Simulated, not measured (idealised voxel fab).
process module | voxel released beams
Pictured: cross-section cut, 195 nm wide, on a grid of 5 nm square cells.
Bands, listed from the top down, are how a cross-section gets written in this document; the cross-section itself is a grid of square cells, and a band is one or more rows of them.
Heads up on the band format: heights come first, top then bottom, in nm. After that it's the materials left to right, each with its width in nm. A single material flagged "full width" fills the whole band edge to edge, and "air" means there's empty space there.
Where do heights start? At 0: under that level the wafer as delivered is made of one material only. And the lowest band has no floor; it just carries on downward, as in "0 down".
It should be noted that a width expressed as "30 to 40" varies in equal increments from row to row of cells within the band, taking the value of the first number at the top row and that of the second number at the bottom row.
"nothing changed" (step): cross-section cells unchanged, all of them.
So "Completely sealed voids" is basically the list of trapped voids: any empty space of 8 cells or more that can't reach the top through an opening. They're written width x height at distance, the distance being from the left edge, and it's all nm.
That trailing text on a step's line, after the settings, is the simulator's own remark on the step.
"overlay nm" on a masked step: distance the mask lay right of its planned place, negative for left.

Planned step list for the process:
| 1 | RECEIVE (material Si) |
| 2 | CONFORMAL_DEP (material Al2O3; thk nm 10) |
| 3 | DIRECTIONAL_DEP (material SiO2; thk nm 20) |
| 4 | MASKED_ETCH (tone open; mask id ANCHOR; width nm 35; etch materials SiO2; depth nm 20; overlay nm 0) |
| 5 | CONFORMAL_DEP (material SiN; thk nm 15) |
| 6 | PATTERN (tone cover; mask id BEAM; material resist; width nm 100; thk nm 15; overlay nm 0) |
| 7 | DIRECTIONAL_ETCH (etch materials SiN; depth nm 15) |
| 8 | STRIP (etch materials resist) |
| 9 | STRIP (etch materials SiO2) |

Wafer at receipt (post step 1), cross-section:
0 down | Si full width
Completely sealed voids: none

The cross-section shown corresponds to the wafer at the conclusion of the module. The initial structure and the process plan are those presented above; however, one mistake occurred in executing the plan:
45 to 30 | air (45) | SiN (100) | air (50)
30 to 20 | Al2O3 full width
20 to 0 | SiO2 full width
0 down | Si full width
Completely sealed voids: none
What was done differently from what was planned? plan steps 2 and 3 run swapped
